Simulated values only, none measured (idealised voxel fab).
process module | voxel lift off
cross-section cut | 215 nm wide | cells 5 nm
A cross-section is a grid of square cells, given in bands from the top down. A band is one or more rows of cells.
Each band's line starts with the height of the band's top and of its bottom, in nm. Then come its materials from left to right, each with its width in nm. One material with "throughout" fills the band from edge to edge. "air" is empty space.
Height 0 is the level under which the wafer as received is all one material. The lowest band goes on downwards, as in "0 down".
A width such as "30 to 40" changes by the same amount from each row of cells to the next, from the band's top row to its bottom row.
"no change" after a step means that no cell of the cross-section changed.
closed voids: empty space of 8 cells or more with no open way to the top, each as width x height at its distance from the left edge, in nm
after a step's settings: what the simulator itself notes on the step
overlay nm, on a step with a mask: how far to the right of its planned place the mask lay; to the left if negative
plan
1 op RECEIVE | material Si
2 op CONFORMAL_DEP | material SiN | thk nm 5
3 op PATTERN | tone open | mask id LINES | material resist | width nm 25 | pitch nm 50 | thk nm 25 | overlay nm 0
4 op DIRECTIONAL_DEP | material Ru | thk nm 15
5 op STRIP | etch materials resist
6 op CONFORMAL_DEP | material SiN | thk nm 5
varied across the wafers: thk nm of step 6. The plan shows the first wafer's value. All wafers start alike
first wafer as received, after step 1
  0 down: Si throughout
  closed voids: none
each wafer at the end: cells of each material gained (+) or lost (-) since it was received, then its closed voids
thk nm 5 | +60 Ru | +110 SiN | closed voids: none
thk nm 10 | +60 Ru | +177 SiN | closed voids: none
thk nm 15 | +60 Ru | +235 SiN | closed voids: none
thk nm 20 | +60 Ru | +284 SiN | closed voids: none
